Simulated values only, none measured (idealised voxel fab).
process module | voxel wiring stack
cross-section cut | 270 nm wide | cells 5 nm
A cross-section is a grid of square cells, given in bands from the top down. A band is one or more rows of cells.
Each band's line starts with the height of the band's top and of its bottom, in nm. Then come its materials from left to right, each with its width in nm. One material with "throughout" fills the band from edge to edge. "air" is empty space.
Height 0 is the level under which the wafer as received is all one material. The lowest band goes on downwards, as in "0 down".
A width such as "30 to 40" changes by the same amount from each row of cells to the next, from the band's top row to its bottom row.
"no change" after a step means that no cell of the cross-section changed.
closed voids: empty space of 8 cells or more with no open way to the top, each as width x height at its distance from the left edge, in nm
after a step's settings: what the simulator itself notes on the step
overlay nm, on a step with a mask: how far to the right of its planned place the mask lay; to the left if negative
plan
1 op RECEIVE | material Si
2 op CONFORMAL_DEP | material SiO2 | thk nm 10
3 op CONFORMAL_DEP | material SiCN | thk nm 5
4 op DIRECTIONAL_DEP | material SiO2 | thk nm 20
5 op MASKED_ETCH | tone open | mask id METAL_1 | width nm 20 | pitch nm 45 | etch materials SiO2 | depth nm 20 | overlay nm 0
6 op MASKED_ETCH | tone open | mask id METAL_1 | width nm 20 | pitch nm 45 | etch materials SiCN | depth nm 5 | overlay nm 0
7 op CONFORMAL_DEP | material TiN | thk nm 5
8 op FILL_DEP | material Cu | thk nm 10
9 op CMP | height nm 35
10 op CONFORMAL_DEP | material SiCN | thk nm 5
11 op DIRECTIONAL_DEP | material SiO2 | thk nm 30
12 op PATTERN | tone open | mask id METAL_2_HOLES | material resist | width nm 15 | pitch nm 90 | thk nm 15 | overlay nm 0
13 op DIRECTIONAL_ETCH | etch materials SiO2 | depth nm 30
14 op STRIP | etch materials resist
15 op DIRECTIONAL_DEP | material aC | thk nm 10
16 op PATTERN | tone open | mask id METAL_2 | material resist | width nm 20 | pitch nm 45 | thk nm 25 | overlay nm 0
17 op DIRECTIONAL_ETCH | etch materials aC | depth nm 10
18 op STRIP | etch materials resist
19 op DIRECTIONAL_ETCH | etch materials SiO2 | depth nm 20
20 op DIRECTIONAL_ETCH | etch materials SiCN | depth nm 5
21 op STRIP | etch materials aC
22 op CONFORMAL_DEP | material TiN | thk nm 5
23 op FILL_DEP | material Cu | thk nm 5
24 op CMP | height nm 70
25 op CONFORMAL_DEP | material SiCN | thk nm 5
26 op DIRECTIONAL_DEP | material SiO2 | thk nm 35
27 op PATTERN | tone open | mask id METAL_3_HOLES | material resist | width nm 15 | pitch nm 45 | thk nm 15 | overlay nm 0
28 op DIRECTIONAL_ETCH | etch materials SiO2 | depth nm 35
29 op STRIP | etch materials resist
30 op PATTERN | tone open | mask id METAL_3 | material resist | width nm 20 | pitch nm 45 | thk nm 15 | overlay nm 0
31 op DIRECTIONAL_ETCH | etch materials SiO2 | depth nm 20
32 op DIRECTIONAL_ETCH | etch materials SiCN | depth nm 5
33 op STRIP | etch materials resist
34 op CONFORMAL_DEP | material TiN | thk nm 5
35 op FILL_DEP | material Cu | thk nm 5
36 op CMP | height nm 110
37 op CONFORMAL_DEP | material SiCN | thk nm 5
38 op DIRECTIONAL_DEP | material SiO2 | thk nm 20
39 op DIRECTIONAL_DEP | material aC | thk nm 15
40 op PATTERN | tone open | mask id PLUG_3 | material resist | width nm 15 | pitch nm 90 | thk nm 35 | overlay nm 0
41 op DIRECTIONAL_ETCH | etch materials aC | depth nm 15
42 op STRIP | etch materials resist
43 op DIRECTIONAL_ETCH | etch materials SiO2 | depth nm 20
44 op DIRECTIONAL_ETCH | etch materials SiCN | depth nm 5
45 op STRIP | etch materials aC
46 op CONFORMAL_DEP | material TiN | thk nm 5
47 op FILL_DEP | material Cu | thk nm 5
48 op CMP | height nm 135
49 op DIRECTIONAL_DEP | material TiN | thk nm 5
50 op DIRECTIONAL_DEP | material Ru | thk nm 25
51 op PATTERN | tone cover | mask id METAL_4 | material resist | width nm 20 | pitch nm 45 | thk nm 20 | overlay nm 0
52 op DIRECTIONAL_ETCH | etch materials Ru | depth nm 25
53 op DIRECTIONAL_ETCH | etch materials TiN | depth nm 5
54 op STRIP | etch materials resist
55 op FILL_DEP | material SiO2 | thk nm 5
56 op CMP | height nm 165
57 op CONFORMAL_DEP | material SiCN | thk nm 5
varied across the wafers: width nm of step 12. The plan shows the first wafer's value. All wafers start alike
first wafer as received, after step 1
  0 down: Si throughout
  closed voids: none
first wafer at the end, after step 57
  170 to 165: SiCN throughout
  165 to 140: SiO2 55 | Ru 20 | SiO2 25 | Ru 20 | SiO2 25 | Ru 20 | SiO2 25 | Ru 20 | SiO2 60
  140 to 135: SiO2 55 | TiN 20 | SiO2 25 | TiN 20 | SiO2 25 | TiN 20 | SiO2 25 | TiN 20 | SiO2 60
  135 to 115: SiO2 55 | TiN 5 | Cu 5 | TiN 5 | SiO2 75 | TiN 5 | Cu 5 | TiN 5 | SiO2 110
  115 to 110: SiCN 55 | TiN 15 | SiCN 75 | TiN 15 | SiCN 110
  110 to 95: SiO2 55 | TiN 5 | Cu 10 | TiN 5 | SiO2 25 | TiN 5 | Cu 10 | TiN 5 | SiO2 25 | TiN 5 | Cu 10 | TiN 5 | SiO2 25 | TiN 5 | Cu 10 | TiN 5 | SiO2 60
  95 to 90: SiO2 55 | TiN 5 | Cu 5 | TiN 10 | SiO2 25 | TiN 5 | Cu 5 | TiN 10 | SiO2 25 | TiN 5 | Cu 5 | TiN 10 | SiO2 25 | TiN 5 | Cu 5 | TiN 10 | SiO2 60
  90 to 75: SiO2 55 | TiN 5 | Cu 5 | TiN 5 | SiO2 30 | TiN 5 | Cu 5 | TiN 5 | SiO2 30 | TiN 5 | Cu 5 | TiN 5 | SiO2 30 | TiN 5 | Cu 5 | TiN 5 | SiO2 65
  75 to 70: SiCN 55 | TiN 15 | SiCN 30 | TiN 15 | SiCN 30 | TiN 15 | SiCN 30 | TiN 15 | SiCN 65
  70 to 55: SiO2 55 | TiN 5 | Cu 10 | TiN 5 | SiO2 25 | TiN 5 | Cu 10 | TiN 5 | SiO2 25 | TiN 5 | Cu 10 | TiN 5 | SiO2 25 | TiN 5 | Cu 10 | TiN 5 | SiO2 60
  55 to 50: SiO2 55 | TiN 5 | Cu 5 | TiN 10 | SiO2 25 | TiN 20 | SiO2 25 | TiN 5 | Cu 5 | TiN 10 | SiO2 25 | TiN 20 | SiO2 60
  50 to 40: SiO2 55 | TiN 5 | Cu 5 | TiN 5 | SiO2 75 | TiN 5 | Cu 5 | TiN 5 | SiO2 110
  40 to 35: SiCN 55 | TiN 15 | SiCN 75 | TiN 15 | SiCN 110
  35 to 15: SiO2 55 | TiN 5 | Cu 10 | TiN 5 | SiO2 25 | TiN 5 | Cu 10 | TiN 5 | SiO2 25 | TiN 5 | Cu 10 | TiN 5 | SiO2 25 | TiN 5 | Cu 10 | TiN 5 | SiO2 60
  15 to 10: SiCN 55 | TiN 20 | SiCN 25 | TiN 20 | SiCN 25 | TiN 20 | SiCN 25 | TiN 20 | SiCN 60
  10 to 0: SiO2 throughout
  0 down: Si throughout
  closed voids: none
last wafer at the end
  170 to 165: SiCN throughout
  165 to 140: SiO2 55 | Ru 20 | SiO2 25 | Ru 20 | SiO2 25 | Ru 20 | SiO2 25 | Ru 20 | SiO2 60
  140 to 135: SiO2 55 | TiN 20 | SiO2 25 | TiN 20 | SiO2 25 | TiN 20 | SiO2 25 | TiN 20 | SiO2 60
  135 to 115: SiO2 55 | TiN 5 | Cu 5 | TiN 5 | SiO2 75 | TiN 5 | Cu 5 | TiN 5 | SiO2 110
  115 to 110: SiCN 55 | TiN 15 | SiCN 75 | TiN 15 | SiCN 110
  110 to 95: SiO2 55 | TiN 5 | Cu 10 | TiN 5 | SiO2 25 | TiN 5 | Cu 10 | TiN 5 | SiO2 25 | TiN 5 | Cu 10 | TiN 5 | SiO2 25 | TiN 5 | Cu 10 | TiN 5 | SiO2 60
  95 to 90: SiO2 55 | TiN 5 | Cu 5 | TiN 10 | SiO2 25 | TiN 5 | Cu 5 | TiN 10 | SiO2 25 | TiN 5 | Cu 5 | TiN 10 | SiO2 25 | TiN 5 | Cu 5 | TiN 10 | SiO2 60
  90 to 75: SiO2 55 | TiN 5 | Cu 5 | TiN 5 | SiO2 30 | TiN 5 | Cu 5 | TiN 5 | SiO2 30 | TiN 5 | Cu 5 | TiN 5 | SiO2 30 | TiN 5 | Cu 5 | TiN 5 | SiO2 65
  75 to 70: SiCN 55 | TiN 15 | SiCN 30 | TiN 15 | SiCN 30 | TiN 15 | SiCN 30 | TiN 15 | SiCN 65
  70 to 55: SiO2 50 | TiN 5 | Cu 20 | TiN 5 | SiO2 20 | TiN 5 | Cu 10 | TiN 5 | SiO2 20 | TiN 5 | Cu 20 | TiN 5 | SiO2 20 | TiN 5 | Cu 10 | TiN 5 | SiO2 60
  55 to 50: SiO2 50 | TiN 5 | Cu 20 | TiN 5 | SiO2 20 | TiN 20 | SiO2 20 | TiN 5 | Cu 20 | TiN 5 | SiO2 20 | TiN 20 | SiO2 60
  50 to 40: SiO2 50 | TiN 5 to 10 | Cu 20 to 10 | TiN 5 to 10 | SiO2 60 | TiN 5 to 10 | Cu 20 to 10 | TiN 5 to 10 | SiO2 100
  40 to 35: SiCN 55 | TiN 20 | SiCN 70 | TiN 20 | SiCN 105
  35 to 15: SiO2 55 | TiN 5 | Cu 10 | TiN 5 | SiO2 25 | TiN 5 | Cu 10 | TiN 5 | SiO2 25 | TiN 5 | Cu 10 | TiN 5 | SiO2 25 | TiN 5 | Cu 10 | TiN 5 | SiO2 60
  15 to 10: SiCN 55 | TiN 20 | SiCN 25 | TiN 20 | SiCN 25 | TiN 20 | SiCN 25 | TiN 20 | SiCN 60
  10 to 0: SiO2 throughout
  0 down: Si throughout
  closed voids: none
each wafer at the end: cells of each material gained (+) or lost (-) since it was received, then its closed voids
width nm 15 | +110 Cu | +80 Ru | +230 SiCN | +1206 SiO2 | +210 TiN | closed voids: none
width nm 20 | +116 Cu | +80 Ru | +228 SiCN | +1202 SiO2 | +210 TiN | closed voids: none
width nm 25 | +126 Cu | +80 Ru | +228 SiCN | +1190 SiO2 | +212 TiN | closed voids: none
width nm 30 | +136 Cu | +80 Ru | +228 SiCN | +1178 SiO2 | +214 TiN | closed voids: none
